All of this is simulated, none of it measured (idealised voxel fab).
process module | voxel lift off
cross-section cut | 220 nm wide | cells 5 nm
A cross-section is a grid of square cells, given in bands from the top down. A band is one or more rows of cells.
Each band's line starts with the height of the band's top and of its bottom, in nm. Then come its materials from left to right, each with its width in nm. One material with "throughout" fills the band from edge to edge. "air" is empty space.
Height 0 is the level under which the wafer as received is all one material. The lowest band goes on downwards, as in "0 down".
A width such as "30 to 40" changes by the same amount from each row of cells to the next, from the band's top row to its bottom row.
"no change" after a step means that no cell of the cross-section changed.
closed voids: empty space of 8 cells or more with no open way to the top, each as width x height at its distance from the left edge, in nm
after a step's settings: what the simulator itself notes on the step
overlay nm, on a step with a mask: how far to the right of its planned place the mask lay; to the left if negative
plan
1 op RECEIVE | material Si
2 op CONFORMAL_DEP | material SiO2 | thk nm 10
3 op PATTERN | tone open | mask id LINES | material resist | width nm 30 | pitch nm 50 | thk nm 25 | overlay nm 0
4 op DIRECTIONAL_DEP | material Ru | thk nm 15
5 op STRIP | etch materials resist
6 op CONFORMAL_DEP | material SiO2 | thk nm 5
first wafer, as planned
as received, after step 1
  0 down: Si throughout
  closed voids: none
after step 2
  10 to 0: SiO2 throughout
  below 0: unchanged
after step 3
  35 to 10: resist 70 | air 30 | resist 20 | air 30 | resist 70
  below 10: unchanged
after step 4
  50 to 35: Ru 70 | air 30 | Ru 20 | air 30 | Ru 70
  35 to 25: resist 70 | air 30 | resist 20 | air 30 | resist 70
  25 to 10: resist 70 | Ru 30 | resist 20 | Ru 30 | resist 70
  below 10: unchanged
after step 5
  25 to 10: air 70 | Ru 30 | air 20 | Ru 30 | air 70
  below 10: unchanged
after step 6
  30 to 25: air 65 | SiO2 40 | air 10 | SiO2 40 | air 65
  25 to 15: air 65 | SiO2 5 | Ru 30 | SiO2 5 | air 10 | SiO2 5 | Ru 30 | SiO2 5 | air 65
  15 to 10: SiO2 70 | Ru 30 | SiO2 20 | Ru 30 | SiO2 70
  below 10: unchanged
second wafer: like start, like plan, one mistake. Through step 2 it matches the first wafer
when step 3 should have ended
  35 to 10: resist 65 | air 30 | resist 20 | air 30 | resist 75
  below 10: unchanged
when step 4 should have ended
  50 to 35: Ru 65 | air 30 | Ru 20 | air 30 | Ru 75
  35 to 25: resist 65 | air 30 | resist 20 | air 30 | resist 75
  25 to 10: resist 65 | Ru 30 | resist 20 | Ru 30 | resist 75
  below 10: unchanged
when step 5 should have ended
  25 to 10: air 65 | Ru 30 | air 20 | Ru 30 | air 75
  below 10: unchanged
when step 6 should have ended
  30 to 25: air 60 | SiO2 40 | air 10 | SiO2 40 | air 70
  25 to 15: air 60 | SiO2 5 | Ru 30 | SiO2 5 | air 10 | SiO2 5 | Ru 30 | SiO2 5 | air 70
  15 to 10: SiO2 65 | Ru 30 | SiO2 20 | Ru 30 | SiO2 75
  below 10: unchanged
what went wrong: step 3 ran as: op PATTERN | tone open | mask id LINES | material resist | width nm 30 | pitch nm 50 | thk nm 25 | overlay nm -5
at the end the second wafer has, in cells: as many of each material as the first, in other places
